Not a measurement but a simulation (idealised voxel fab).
This section sets out a process module, namely voxel transistor to metal.
The width of the displayed cross-section, cut, is 165 nm; its cells are square, with a size of 5 nm.
Just so we're on the same page, the cross-sections are grids of square cells, and they're listed out in bands top to bottom, each band one or more rows deep.
Band entry format. Leading values: height of top, height of bottom, nm. Remainder: materials in left-to-right order, each with its width in nm. Special words: "full width" on a single material, which then fills the band edge to edge; "air", empty space.
Heights from 0 (as-received wafer is one material below). Bottom band endless downward, as "0 down".
Width spec "30 to 40" -> top row of cells at first value, bottom row at second value, equal per-row change in between.
The cross-section has no changed cell in any step marked "no modification".
Enclosed voids (no open way to top), threshold 8 cells or more, entry "Enclosed void list", notation width x height at distance, distance from left edge, nm.
Note: text after step settings on the step line = simulator remark on that step.
overlay nm: how far to the right of its planned place the mask lay on this masked step (negative: to the left).
Note: before/after cross-section pairs follow, one process step per pair, after-side truncated at the lowest changed band, step and settings given beneath. Different runs of this module on the same starting wafer may supply the pairs; a pair continues the one above only where the "Before the process" entry says so.

### Before the process
> 35 to 20 = 60 nm air  5 nm SiN  35 nm SiCN  5 nm SiN  60 nm air
> 20 to 5 = 60 nm air  5 nm SiN  35 nm polySi  5 nm SiN  60 nm air
> 5 to 0 = 20 nm air  5 nm SiN  35 nm air  5 nm SiN  35 nm polySi  5 nm SiN  35 nm air  5 nm SiN  20 nm air
> 0 to -5 = 20 nm SiO2  5 nm SiN  35 nm air  5 nm SiN  35 nm polySi  5 nm SiN  35 nm air  5 nm SiN  20 nm SiO2
> -5 to -10 = 25 nm SiO2  35 nm air  45 nm SiO2  35 nm air  25 nm SiO2
> -10 to -35 = 30 nm SiO2  30 nm air  45 nm Si  30 nm air  30 nm SiO2
> -35 to -40 = 30 nm Si  30 nm air  45 nm Si  30 nm air  30 nm Si
> -40 down = Si full width
> Enclosed void list: none

### Step Outcome
> 35 to 20 = 60 nm air  5 nm SiN  35 nm SiCN  5 nm SiN  60 nm air
> 20 to 5 = 60 nm air  5 nm SiN  35 nm polySi  5 nm SiN  60 nm air
> 5 to 0 = 20 nm air  5 nm SiN  20 nm air  15 nm pSi  5 nm SiN  35 nm polySi  5 nm SiN  15 nm pSi  20 nm air  5 nm SiN  20 nm air
> 0 to -5 = 20 nm SiO2  5 nm SiN  20 nm air  15 nm pSi  5 nm SiN  35 nm polySi  5 nm SiN  15 nm pSi  20 nm air  5 nm SiN  20 nm SiO2
> -5 to -10 = 25 nm SiO2  20 nm air  15 nm pSi  45 nm SiO2  15 nm pSi  20 nm air  25 nm SiO2
> -10 to -20 = 30 nm SiO2  15 nm air  15 nm pSi  45 nm Si  15 nm pSi  15 nm air  30 nm SiO2
> -20 to -35 = 30 nm SiO2  30 nm pSi  45 nm Si  30 nm pSi  30 nm SiO2
> -35 to -40 = 30 nm Si  30 nm pSi  45 nm Si  30 nm pSi  30 nm Si
> Heights below -40 show no change.
> Enclosed void list: none
For reference, the processing step occurring between the two cross-sections presented above is as follows: EPI | material pSi | thk nm 15

Before the process: Reference is made to the cross-section shown after the step in the pair directly above, which represents the state prior to this step.

### Step Outcome
> 45 to 35 = SiO2 full width
> 35 to 20 = 60 nm SiO2  5 nm SiN  35 nm SiCN  5 nm SiN  60 nm SiO2
> 20 to 5 = 60 nm SiO2  5 nm SiN  35 nm polySi  5 nm SiN  60 nm SiO2
> 5 to -5 = 20 nm SiO2  5 nm SiN  20 nm SiO2  15 nm pSi  5 nm SiN  35 nm polySi  5 nm SiN  15 nm pSi  20 nm SiO2  5 nm SiN  20 nm SiO2
> -5 to -10 = 45 nm SiO2  15 nm pSi  45 nm SiO2  15 nm pSi  45 nm SiO2
> -10 to -20 = 45 nm SiO2  15 nm pSi  45 nm Si  15 nm pSi  45 nm SiO2
> Heights below -20 show no change.
> Enclosed void list: none
For reference, the processing step occurring between the two cross-sections presented above is as follows: FILL_DEP | material SiO2 | thk nm 10

Before the process: Reference is made to the cross-section shown after the step in the pair directly above, which represents the state prior to this step.

### Step Outcome
> 20 to 5 = 60 nm SiO2  5 nm SiN  35 nm polySi  5 nm SiN  60 nm SiO2
> Heights below 5 show no change.
> Enclosed void list: none
For reference, the processing step occurring between the two cross-sections presented above is as follows: CMP | height nm 20

Before the process: Reference is made to the cross-section shown after the step in the pair directly above, which represents the state prior to this step.

### Step Outcome
> 20 to 5 = 60 nm SiO2  5 nm SiN  35 nm air  5 nm SiN  60 nm SiO2
> 5 to -5 = 20 nm SiO2  5 nm SiN  20 nm SiO2  15 nm pSi  5 nm SiN  35 nm air  5 nm SiN  15 nm pSi  20 nm SiO2  5 nm SiN  20 nm SiO2
> Heights below -5 show no change.
> Enclosed void list: none
For reference, the processing step occurring between the two cross-sections presented above is as follows: STRIP | etch materials polySi

Before the process: Reference is made to the cross-section shown after the step in the pair directly above, which represents the state prior to this step.

### Step Outcome
> 20 to 15 = 60 nm air  5 nm SiN  35 nm air  5 nm SiN  60 nm air
> 15 to 5 = 60 nm SiO2  5 nm SiN  35 nm air  5 nm SiN  60 nm SiO2
> 5 to -5 = 20 nm SiO2  5 nm SiN  20 nm SiO2  15 nm pSi  5 nm SiN  35 nm air  5 nm SiN  15 nm pSi  20 nm SiO2  5 nm SiN  20 nm SiO2
> -5 to -10 = 45 nm SiO2  15 nm pSi  45 nm air  15 nm pSi  45 nm SiO2
> Heights below -10 show no change.
> Enclosed void list: none
For reference, the processing step occurring between the two cross-sections presented above is as follows: SELECTIVE_ETCH | etch materials SiO2 | depth nm 5

Before the process: Reference is made to the cross-section shown after the step in the pair directly above, which represents the state prior to this step.

### Step Outcome
> 25 to 20 = 55 nm air  15 nm HfO2  25 nm air  15 nm HfO2  55 nm air
> 20 to 15 = 60 nm HfO2  5 nm SiN  5 nm HfO2  25 nm air  5 nm HfO2  5 nm SiN  60 nm HfO2
> 15 to 5 = 60 nm SiO2  5 nm SiN  5 nm HfO2  25 nm air  5 nm HfO2  5 nm SiN  60 nm SiO2
> 5 to -5 = 20 nm SiO2  5 nm SiN  20 nm SiO2  15 nm pSi  5 nm SiN  5 nm HfO2  25 nm air  5 nm HfO2  5 nm SiN  15 nm pSi  20 nm SiO2  5 nm SiN  20 nm SiO2
> -5 to -10 = 45 nm SiO2  15 nm pSi  45 nm HfO2  15 nm pSi  45 nm SiO2
> Heights below -10 show no change.
> Enclosed void list: none
For reference, the processing step occurring between the two cross-sections presented above is as follows: CONFORMAL_DEP | material HfO2 | thk nm 5

Before the process: Reference is made to the cross-section shown after the step in the pair directly above, which represents the state prior to this step.

### Step Outcome
> 30 to 25 = 50 nm air  25 nm TiN  15 nm air  25 nm TiN  50 nm air
> 25 to 20 = 55 nm TiN  15 nm HfO2  5 nm TiN  15 nm air  5 nm TiN  15 nm HfO2  55 nm TiN
> 20 to 15 = 60 nm HfO2  5 nm SiN  5 nm HfO2  5 nm TiN  15 nm air  5 nm TiN  5 nm HfO2  5 nm SiN  60 nm HfO2
> 15 to 5 = 60 nm SiO2  5 nm SiN  5 nm HfO2  5 nm TiN  15 nm air  5 nm TiN  5 nm HfO2  5 nm SiN  60 nm SiO2
> 5 to 0 = 20 nm SiO2  5 nm SiN  20 nm SiO2  15 nm pSi  5 nm SiN  5 nm HfO2  5 nm TiN  15 nm air  5 nm TiN  5 nm HfO2  5 nm SiN  15 nm pSi  20 nm SiO2  5 nm SiN  20 nm SiO2
> 0 to -5 = 20 nm SiO2  5 nm SiN  20 nm SiO2  15 nm pSi  5 nm SiN  5 nm HfO2  25 nm TiN  5 nm HfO2  5 nm SiN  15 nm pSi  20 nm SiO2  5 nm SiN  20 nm SiO2
> Heights below -5 show no change.
> Enclosed void list: none
For reference, the processing step occurring between the two cross-sections presented above is as follows: CONFORMAL_DEP | material TiN | thk nm 5

Before the process: Reference is made to the cross-section shown after the step in the pair directly above, which represents the state prior to this step.

### Step Outcome
> 35 to 30 = W full width
> 30 to 25 = 50 nm W  25 nm TiN  15 nm W  25 nm TiN  50 nm W
> 25 to 20 = 55 nm TiN  15 nm HfO2  5 nm TiN  15 nm W  5 nm TiN  15 nm HfO2  55 nm TiN
> 20 to 15 = 60 nm HfO2  5 nm SiN  5 nm HfO2  5 nm TiN  15 nm W  5 nm TiN  5 nm HfO2  5 nm SiN  60 nm HfO2
> 15 to 5 = 60 nm SiO2  5 nm SiN  5 nm HfO2  5 nm TiN  15 nm W  5 nm TiN  5 nm HfO2  5 nm SiN  60 nm SiO2
> 5 to 0 = 20 nm SiO2  5 nm SiN  20 nm SiO2  15 nm pSi  5 nm SiN  5 nm HfO2  5 nm TiN  15 nm W  5 nm TiN  5 nm HfO2  5 nm SiN  15 nm pSi  20 nm SiO2  5 nm SiN  20 nm SiO2
> Heights below 0 show no change.
> Enclosed void list: none
For reference, the processing step occurring between the two cross-sections presented above is as follows: FILL_DEP | material W | thk nm 5

Before the process: Reference is made to the cross-section shown after the step in the pair directly above, which represents the state prior to this step.

### Step Outcome
> 15 to 5 = 60 nm SiO2  5 nm SiN  5 nm HfO2  5 nm TiN  15 nm W  5 nm TiN  5 nm HfO2  5 nm SiN  60 nm SiO2
> Heights below 5 show no change.
> Enclosed void list: none
For reference, the processing step occurring between the two cross-sections presented above is as follows: CMP | height nm 15

Before the process: Reference is made to the cross-section shown after the step in the pair directly above, which represents the state prior to this step.

### Step Outcome
> 30 to 15 = SiO2 full width
> Heights below 15 show no change.
> Enclosed void list: none
For reference, the processing step occurring between the two cross-sections presented above is as follows: DIRECTIONAL_DEP | material SiO2 | thk nm 15

Before the process: Reference is made to the cross-section shown after the step in the pair directly above, which represents the state prior to this step.

### Step Outcome
> 45 to 30 = aC full width
> Heights below 30 show no change.
> Enclosed void list: none
For reference, the processing step occurring between the two cross-sections presented above is as follows: DIRECTIONAL_DEP | material aC | thk nm 15

Before the process: Reference is made to the cross-section shown after the step in the pair directly above, which represents the state prior to this step.

### Step Outcome
> 80 to 45 = 35 nm resist  15 nm air  65 nm resist  15 nm air  35 nm resist
> Heights below 45 show no change.
> Enclosed void list: none
For reference, the processing step occurring between the two cross-sections presented above is as follows: PATTERN | tone open | mask id CONTACT | material resist | width nm 15 | pitch nm 80 | thk nm 35 | overlay nm 0

Before the process: Reference is made to the cross-section shown after the step in the pair directly above, which represents the state prior to this step.

### Step Outcome
> 65 to 45 = 35 nm resist  15 nm air  65 nm resist  15 nm air  35 nm resist
> 45 to 30 = 35 nm aC  15 nm air  65 nm aC  15 nm air  35 nm aC
> Heights below 30 show no change.
> Enclosed void list: none
For reference, the processing step occurring between the two cross-sections presented above is as follows: DIRECTIONAL_ETCH | etch materials aC | depth nm 15

Before the process: Reference is made to the cross-section shown after the step in the pair directly above, which represents the state prior to this step.

### Step Outcome
> 45 to 30 = 35 nm aC  15 nm air  65 nm aC  15 nm air  35 nm aC
> Heights below 30 show no change.
> Enclosed void list: none
For reference, the processing step occurring between the two cross-sections presented above is as follows: STRIP | etch materials resist

Before the process: Reference is made to the cross-section shown after the step in the pair directly above, which represents the state prior to this step.

### Step Outcome
> 45 to 30 = 35 nm aC  15 nm air  65 nm aC  15 nm air  35 nm aC
> 30 to 15 = 35 nm SiO2  15 nm air  65 nm SiO2  15 nm air  35 nm SiO2
> 15 to 5 = 35 nm SiO2  15 nm air  10 nm SiO2  5 nm SiN  5 nm HfO2  5 nm TiN  15 nm W  5 nm TiN  5 nm HfO2  5 nm SiN  10 nm SiO2  15 nm air  35 nm SiO2
> 5 to 0 = 20 nm SiO2  5 nm SiN  10 nm SiO2  10 nm air  15 nm pSi  5 nm SiN  5 nm HfO2  5 nm TiN  15 nm W  5 nm TiN  5 nm HfO2  5 nm SiN  15 nm pSi  10 nm air  10 nm SiO2  5 nm SiN  20 nm SiO2
> 0 to -5 = 20 nm SiO2  5 nm SiN  10 nm SiO2  10 nm air  15 nm pSi  5 nm SiN  5 nm HfO2  25 nm TiN  5 nm HfO2  5 nm SiN  15 nm pSi  10 nm air  10 nm SiO2  5 nm SiN  20 nm SiO2
> -5 to -10 = 35 nm SiO2  10 nm air  15 nm pSi  45 nm HfO2  15 nm pSi  10 nm air  35 nm SiO2
> Heights below -10 show no change.
> Enclosed void list: none
For reference, the processing step occurring between the two cross-sections presented above is as follows: DIRECTIONAL_ETCH | etch materials SiO2 | depth nm 40

Before the process: Reference is made to the cross-section shown after the step in the pair directly above, which represents the state prior to this step.

### Step Outcome
> 30 to 15 = 35 nm SiO2  15 nm air  65 nm SiO2  15 nm air  35 nm SiO2
> Heights below 15 show no change.
> Enclosed void list: none
For reference, the processing step occurring between the two cross-sections presented above is as follows: STRIP | etch materials aC

Before the process: Reference is made to the cross-section shown after the step in the pair directly above, which represents the state prior to this step.

### Step Outcome
> 35 to 30 = 40 nm TiN  5 nm air  75 nm TiN  5 nm air  40 nm TiN
> 30 to 15 = 35 nm SiO2  5 nm TiN  5 nm air  5 nm TiN  65 nm SiO2  5 nm TiN  5 nm air  5 nm TiN  35 nm SiO2
> 15 to 10 = 35 nm SiO2  5 nm TiN  5 nm air  5 nm TiN  10 nm SiO2  5 nm SiN  5 nm HfO2  5 nm TiN  15 nm W  5 nm TiN  5 nm HfO2  5 nm SiN  10 nm SiO2  5 nm TiN  5 nm air  5 nm TiN  35 nm SiO2
> 10 to 5 = 35 nm SiO2  15 nm TiN  10 nm SiO2  5 nm SiN  5 nm HfO2  5 nm TiN  15 nm W  5 nm TiN  5 nm HfO2  5 nm SiN  10 nm SiO2  15 nm TiN  35 nm SiO2
> 5 to 0 = 20 nm SiO2  5 nm SiN  10 nm SiO2  10 nm TiN  15 nm pSi  5 nm SiN  5 nm HfO2  5 nm TiN  15 nm W  5 nm TiN  5 nm HfO2  5 nm SiN  15 nm pSi  10 nm TiN  10 nm SiO2  5 nm SiN  20 nm SiO2
> 0 to -5 = 20 nm SiO2  5 nm SiN  10 nm SiO2  10 nm TiN  15 nm pSi  5 nm SiN  5 nm HfO2  25 nm TiN  5 nm HfO2  5 nm SiN  15 nm pSi  10 nm TiN  10 nm SiO2  5 nm SiN  20 nm SiO2
> -5 to -10 = 35 nm SiO2  10 nm TiN  15 nm pSi  45 nm HfO2  15 nm pSi  10 nm TiN  35 nm SiO2
> Heights below -10 show no change.
> Enclosed void list: none
For reference, the processing step occurring between the two cross-sections presented above is as follows: CONFORMAL_DEP | material TiN | thk nm 5

Before the process: Reference is made to the cross-section shown after the step in the pair directly above, which represents the state prior to this step.

### Step Outcome
> 45 to 35 = W full width
> 35 to 30 = 40 nm TiN  5 nm W  75 nm TiN  5 nm W  40 nm TiN
> 30 to 15 = 35 nm SiO2  5 nm TiN  5 nm W  5 nm TiN  65 nm SiO2  5 nm TiN  5 nm W  5 nm TiN  35 nm SiO2
> 15 to 10 = 35 nm SiO2  5 nm TiN  5 nm W  5 nm TiN  10 nm SiO2  5 nm SiN  5 nm HfO2  5 nm TiN  15 nm W  5 nm TiN  5 nm HfO2  5 nm SiN  10 nm SiO2  5 nm TiN  5 nm W  5 nm TiN  35 nm SiO2
> Heights below 10 show no change.
> Enclosed void list: none
For reference, the processing step occurring between the two cross-sections presented above is as follows: FILL_DEP | material W | thk nm 10

Before the process: Reference is made to the cross-section shown after the step in the pair directly above, which represents the state prior to this step.

### Step Outcome
> 30 to 15 = 35 nm SiO2  5 nm TiN  5 nm W  5 nm TiN  65 nm SiO2  5 nm TiN  5 nm W  5 nm TiN  35 nm SiO2
> Heights below 15 show no change.
> Enclosed void list: none
For reference, the processing step occurring between the two cross-sections presented above is as follows: CMP | height nm 30

Before the process: Reference is made to the cross-section shown after the step in the pair directly above, which represents the state prior to this step.

### Step Outcome
> 35 to 30 = SiCN full width
> Heights below 30 show no change.
> Enclosed void list: none
For reference, the processing step occurring between the two cross-sections presented above is as follows: CONFORMAL_DEP | material SiCN | thk nm 5

Before the process: Reference is made to the cross-section shown after the step in the pair directly above, which represents the state prior to this step.

### Step Outcome
> 55 to 35 = lowk full width
> Heights below 35 show no change.
> Enclosed void list: none
For reference, the processing step occurring between the two cross-sections presented above is as follows: DIRECTIONAL_DEP | material lowk | thk nm 20

Before the process: Reference is made to the cross-section shown after the step in the pair directly above, which represents the state prior to this step.

### Step Outcome
> 70 to 55 = 35 nm resist  15 nm air  65 nm resist  15 nm air  35 nm resist
> Heights below 55 show no change.
> Enclosed void list: none
For reference, the processing step occurring between the two cross-sections presented above is as follows: PATTERN | tone open | mask id METAL_1 | material resist | width nm 15 | pitch nm 80 | thk nm 15 | overlay nm 0

Before the process: Reference is made to the cross-section shown after the step in the pair directly above, which represents the state prior to this step.

### Step Outcome
> 70 to 55 = 35 nm resist  15 nm air  65 nm resist  15 nm air  35 nm resist
> 55 to 35 = 35 nm lowk  15 nm air  65 nm lowk  15 nm air  35 nm lowk
> Heights below 35 show no change.
> Enclosed void list: none
For reference, the processing step occurring between the two cross-sections presented above is as follows: DIRECTIONAL_ETCH | etch materials lowk | depth nm 20

Before the process: Reference is made to the cross-section shown after the step in the pair directly above, which represents the state prior to this step.

### Step Outcome
> 70 to 55 = 35 nm resist  15 nm air  65 nm resist  15 nm air  35 nm resist
> 55 to 35 = 35 nm lowk  15 nm air  65 nm lowk  15 nm air  35 nm lowk
> 35 to 30 = 35 nm SiCN  15 nm air  65 nm SiCN  15 nm air  35 nm SiCN
> Heights below 30 show no change.
> Enclosed void list: none
For reference, the processing step occurring between the two cross-sections presented above is as follows: DIRECTIONAL_ETCH | etch materials SiCN | depth nm 5

Before the process: Reference is made to the cross-section shown after the step in the pair directly above, which represents the state prior to this step.

### Step Outcome
> 55 to 35 = 35 nm lowk  15 nm air  65 nm lowk  15 nm air  35 nm lowk
> Heights below 35 show no change.
> Enclosed void list: none
For reference, the processing step occurring between the two cross-sections presented above is as follows: STRIP | etch materials resist

Before the process: Reference is made to the cross-section shown after the step in the pair directly above, which represents the state prior to this step.

### Step Outcome
> 60 to 55 = 40 nm TiN  5 nm air  75 nm TiN  5 nm air  40 nm TiN
> 55 to 35 = 35 nm lowk  5 nm TiN  5 nm air  5 nm TiN  65 nm lowk  5 nm TiN  5 nm air  5 nm TiN  35 nm lowk
> 35 to 30 = 35 nm SiCN  15 nm TiN  65 nm SiCN  15 nm TiN  35 nm SiCN
> Heights below 30 show no change.
> Enclosed void list: none
For reference, the processing step occurring between the two cross-sections presented above is as follows: CONFORMAL_DEP | material TiN | thk nm 5

Before the process: Reference is made to the cross-section shown after the step in the pair directly above, which represents the state prior to this step.

### Step Outcome
> 65 to 60 = Cu full width
> 60 to 55 = 40 nm TiN  5 nm Cu  75 nm TiN  5 nm Cu  40 nm TiN
> 55 to 35 = 35 nm lowk  5 nm TiN  5 nm Cu  5 nm TiN  65 nm lowk  5 nm TiN  5 nm Cu  5 nm TiN  35 nm lowk
> Heights below 35 show no change.
> Enclosed void list: none
For reference, the processing step occurring between the two cross-sections presented above is as follows: FILL_DEP | material Cu | thk nm 5

Before the process: Reference is made to the cross-section shown after the step in the pair directly above, which represents the state prior to this step.

### Step Outcome
> 55 to 35 = 35 nm lowk  5 nm TiN  5 nm Cu  5 nm TiN  65 nm lowk  5 nm TiN  5 nm Cu  5 nm TiN  35 nm lowk
> Heights below 35 show no change.
> Enclosed void list: none
For reference, the processing step occurring between the two cross-sections presented above is as follows: CMP | height nm 55

Before the process: Reference is made to the cross-section shown after the step in the pair directly above, which represents the state prior to this step.

### Step Outcome
> 60 to 55 = SiCN full width
> Heights below 55 show no change.
> Enclosed void list: none
For reference, the processing step occurring between the two cross-sections presented above is as follows: CONFORMAL_DEP | material SiCN | thk nm 5

Before the process: Reference is made to the cross-section shown after the step in the pair directly above, which represents the state prior to this step.

### Step Outcome
> 95 to 60 = SiO2 full width
> Heights below 60 show no change.
> Enclosed void list: none
For reference, the processing step occurring between the two cross-sections presented above is as follows: DIRECTIONAL_DEP | material SiO2 | thk nm 35

Before the process: Reference is made to the cross-section shown after the step in the pair directly above, which represents the state prior to this step.

### Step Outcome
> 115 to 95 = 35 nm resist  15 nm air  65 nm resist  15 nm air  35 nm resist
> Heights below 95 show no change.
> Enclosed void list: none
For reference, the processing step occurring between the two cross-sections presented above is as follows: PATTERN | tone open | mask id METAL_2 | material resist | width nm 15 | pitch nm 80 | thk nm 20 | overlay nm 0

Before the process: Reference is made to the cross-section shown after the step in the pair directly above, which represents the state prior to this step.

### Step Outcome
> 115 to 95 = 35 nm resist  15 nm air  65 nm resist  15 nm air  35 nm resist
> 95 to 75 = 35 nm SiO2  15 nm air  65 nm SiO2  15 nm air  35 nm SiO2
> Heights below 75 show no change.
> Enclosed void list: none
For reference, the processing step occurring between the two cross-sections presented above is as follows: DIRECTIONAL_ETCH | etch materials SiO2 | depth nm 20

Before the process: Reference is made to the cross-section shown after the step in the pair directly above, which represents the state prior to this step.

### Step Outcome
> 95 to 75 = 35 nm SiO2  15 nm air  65 nm SiO2  15 nm air  35 nm SiO2
> Heights below 75 show no change.
> Enclosed void list: none
For reference, the processing step occurring between the two cross-sections presented above is as follows: STRIP | etch materials resist

Before the process: Reference is made to the cross-section shown after the step in the pair directly above, which represents the state prior to this step.

### Step Outcome
> 95 to 60 = 35 nm SiO2  15 nm air  65 nm SiO2  15 nm air  35 nm SiO2
> Heights below 60 show no change.
> Enclosed void list: none
For reference, the processing step occurring between the two cross-sections presented above is as follows: MASKED_ETCH | tone open | mask id METAL_2_HOLES | width nm 15 | pitch nm 80 | etch materials SiO2 | depth nm 15 | overlay nm 0

Before the process: Reference is made to the cross-section shown after the step in the pair directly above, which represents the state prior to this step.

### Step Outcome
> 95 to 60 = 35 nm SiO2  15 nm air  65 nm SiO2  15 nm air  35 nm SiO2
> 60 to 55 = 35 nm SiCN  15 nm air  65 nm SiCN  15 nm air  35 nm SiCN
> Heights below 55 show no change.
> Enclosed void list: none
For reference, the processing step occurring between the two cross-sections presented above is as follows: MASKED_ETCH | tone open | mask id METAL_2_HOLES | width nm 15 | pitch nm 80 | etch materials SiCN | depth nm 5 | overlay nm 0

Before the process: Reference is made to the cross-section shown after the step in the pair directly above, which represents the state prior to this step.

### Step Outcome
> 100 to 95 = 40 nm TiN  5 nm air  75 nm TiN  5 nm air  40 nm TiN
> 95 to 60 = 35 nm SiO2  5 nm TiN  5 nm air  5 nm TiN  65 nm SiO2  5 nm TiN  5 nm air  5 nm TiN  35 nm SiO2
> 60 to 55 = 35 nm SiCN  15 nm TiN  65 nm SiCN  15 nm TiN  35 nm SiCN
> Heights below 55 show no change.
> Enclosed void list: none
For reference, the processing step occurring between the two cross-sections presented above is as follows: CONFORMAL_DEP | material TiN | thk nm 5

Before the process: Reference is made to the cross-section shown after the step in the pair directly above, which represents the state prior to this step.

### Step Outcome
> 110 to 100 = Ru full width
> 100 to 95 = 40 nm TiN  5 nm Ru  75 nm TiN  5 nm Ru  40 nm TiN
> 95 to 60 = 35 nm SiO2  5 nm TiN  5 nm Ru  5 nm TiN  65 nm SiO2  5 nm TiN  5 nm Ru  5 nm TiN  35 nm SiO2
> Heights below 60 show no change.
> Enclosed void list: none
For reference, the processing step occurring between the two cross-sections presented above is as follows: FILL_DEP | material Ru | thk nm 10

Before the process: Reference is made to the cross-section shown after the step in the pair directly above, which represents the state prior to this step.

### Step Outcome
> 95 to 60 = 35 nm SiO2  5 nm TiN  5 nm Ru  5 nm TiN  65 nm SiO2  5 nm TiN  5 nm Ru  5 nm TiN  35 nm SiO2
> Heights below 60 show no change.
> Enclosed void list: none
For reference, the processing step occurring between the two cross-sections presented above is as follows: CMP | height nm 95

Before the process: Reference is made to the cross-section shown after the step in the pair directly above, which represents the state prior to this step.

### Step Outcome
> 100 to 95 = SiCN full width
> Heights below 95 show no change.
> Enclosed void list: none
For reference, the processing step occurring between the two cross-sections presented above is as follows: CONFORMAL_DEP | material SiCN | thk nm 5

### Before the process
> 20 to 15 = 60 nm air  5 nm SiN  35 nm air  5 nm SiN  60 nm air
> 15 to 5 = 60 nm SiO2  5 nm SiN  35 nm air  5 nm SiN  60 nm SiO2
> 5 to -5 = 20 nm SiO2  5 nm SiN  20 nm SiO2  15 nm pSi  5 nm SiN  35 nm air  5 nm SiN  15 nm pSi  20 nm SiO2  5 nm SiN  20 nm SiO2
> -5 to -10 = 45 nm SiO2  15 nm pSi  45 nm air  15 nm pSi  45 nm SiO2
> -10 to -25 = 30 nm SiO2  30 nm pSi  45 nm Si  30 nm pSi  30 nm SiO2
> -25 to -35 = 30 nm SiO2  105 nm Si  30 nm SiO2
> -35 down = Si full width
> Enclosed void list: none

### Step Outcome
> 25 to 20 = 55 nm air  15 nm TiN  25 nm air  15 nm TiN  55 nm air
> 20 to 15 = 60 nm TiN  5 nm SiN  5 nm TiN  25 nm air  5 nm TiN  5 nm SiN  60 nm TiN
> 15 to 5 = 60 nm SiO2  5 nm SiN  5 nm TiN  25 nm air  5 nm TiN  5 nm SiN  60 nm SiO2
> 5 to -5 = 20 nm SiO2  5 nm SiN  20 nm SiO2  15 nm pSi  5 nm SiN  5 nm TiN  25 nm air  5 nm TiN  5 nm SiN  15 nm pSi  20 nm SiO2  5 nm SiN  20 nm SiO2
> -5 to -10 = 45 nm SiO2  15 nm pSi  45 nm TiN  15 nm pSi  45 nm SiO2
> Heights below -10 show no change.
> Enclosed void list: none
For reference, the processing step occurring between the two cross-sections presented above is as follows: CONFORMAL_DEP | material TiN | thk nm 5

Before the process: Reference is made to the cross-section shown after the step in the pair directly above, which represents the state prior to this step.

### Step Outcome
> 30 to 25 = 50 nm air  25 nm HfO2  15 nm air  25 nm HfO2  50 nm air
> 25 to 20 = 55 nm HfO2  15 nm TiN  5 nm HfO2  15 nm air  5 nm HfO2  15 nm TiN  55 nm HfO2
> 20 to 15 = 60 nm TiN  5 nm SiN  5 nm TiN  5 nm HfO2  15 nm air  5 nm HfO2  5 nm TiN  5 nm SiN  60 nm TiN
> 15 to 5 = 60 nm SiO2  5 nm SiN  5 nm TiN  5 nm HfO2  15 nm air  5 nm HfO2  5 nm TiN  5 nm SiN  60 nm SiO2
> 5 to 0 = 20 nm SiO2  5 nm SiN  20 nm SiO2  15 nm pSi  5 nm SiN  5 nm TiN  5 nm HfO2  15 nm air  5 nm HfO2  5 nm TiN  5 nm SiN  15 nm pSi  20 nm SiO2  5 nm SiN  20 nm SiO2
> 0 to -5 = 20 nm SiO2  5 nm SiN  20 nm SiO2  15 nm pSi  5 nm SiN  5 nm TiN  25 nm HfO2  5 nm TiN  5 nm SiN  15 nm pSi  20 nm SiO2  5 nm SiN  20 nm SiO2
> Heights below -5 show no change.
> Enclosed void list: none
For reference, the processing step occurring between the two cross-sections presented above is as follows: CONFORMAL_DEP | material HfO2 | thk nm 5

Before the process: Reference is made to the cross-section shown after the step in the pair directly above, which represents the state prior to this step.

### Step Outcome
> 35 to 30 = W full width
> 30 to 25 = 50 nm W  25 nm HfO2  15 nm W  25 nm HfO2  50 nm W
> 25 to 20 = 55 nm HfO2  15 nm TiN  5 nm HfO2  15 nm W  5 nm HfO2  15 nm TiN  55 nm HfO2
> 20 to 15 = 60 nm TiN  5 nm SiN  5 nm TiN  5 nm HfO2  15 nm W  5 nm HfO2  5 nm TiN  5 nm SiN  60 nm TiN
> 15 to 5 = 60 nm SiO2  5 nm SiN  5 nm TiN  5 nm HfO2  15 nm W  5 nm HfO2  5 nm TiN  5 nm SiN  60 nm SiO2
> 5 to 0 = 20 nm SiO2  5 nm SiN  20 nm SiO2  15 nm pSi  5 nm SiN  5 nm TiN  5 nm HfO2  15 nm W  5 nm HfO2  5 nm TiN  5 nm SiN  15 nm pSi  20 nm SiO2  5 nm SiN  20 nm SiO2
> Heights below 0 show no change.
> Enclosed void list: none
For reference, the processing step occurring between the two cross-sections presented above is as follows: FILL_DEP | material W | thk nm 5

Before the process: Reference is made to the cross-section shown after the step in the pair directly above, which represents the state prior to this step.

### Step Outcome
> 15 to 5 = 60 nm SiO2  5 nm SiN  5 nm TiN  5 nm HfO2  15 nm W  5 nm HfO2  5 nm TiN  5 nm SiN  60 nm SiO2
> Heights below 5 show no change.
> Enclosed void list: none
For reference, the processing step occurring between the two cross-sections presented above is as follows: CMP | height nm 15

Before the process: Reference is made to the cross-section shown after the step in the pair directly above, which represents the state prior to this step.

### Step Outcome
> 30 to 15 = SiO2 full width
> Heights below 15 show no change.
> Enclosed void list: none
For reference, the processing step occurring between the two cross-sections presented above is as follows: DIRECTIONAL_DEP | material SiO2 | thk nm 15

Before the process: Reference is made to the cross-section shown after the step in the pair directly above, which represents the state prior to this step.

### Step Outcome
> 45 to 30 = aC full width
> Heights below 30 show no change.
> Enclosed void list: none
For reference, the processing step occurring between the two cross-sections presented above is as follows: DIRECTIONAL_DEP | material aC | thk nm 15

Before the process: Reference is made to the cross-section shown after the step in the pair directly above, which represents the state prior to this step.

### Step Outcome
> 80 to 45 = 35 nm resist  15 nm air  65 nm resist  15 nm air  35 nm resist
> Heights below 45 show no change.
> Enclosed void list: none
For reference, the processing step occurring between the two cross-sections presented above is as follows: PATTERN | tone open | mask id CONTACT | material resist | width nm 15 | pitch nm 80 | thk nm 35 | overlay nm 0

Before the process: Reference is made to the cross-section shown after the step in the pair directly above, which represents the state prior to this step.

### Step Outcome
> 65 to 45 = 35 nm resist  15 nm air  65 nm resist  15 nm air  35 nm resist
> 45 to 30 = 35 nm aC  15 nm air  65 nm aC  15 nm air  35 nm aC
> Heights below 30 show no change.
> Enclosed void list: none
For reference, the processing step occurring between the two cross-sections presented above is as follows: DIRECTIONAL_ETCH | etch materials aC | depth nm 15

Before the process: Reference is made to the cross-section shown after the step in the pair directly above, which represents the state prior to this step.

### Step Outcome
> 45 to 30 = 35 nm aC  15 nm air  65 nm aC  15 nm air  35 nm aC
> Heights below 30 show no change.
> Enclosed void list: none
For reference, the processing step occurring between the two cross-sections presented above is as follows: STRIP | etch materials resist
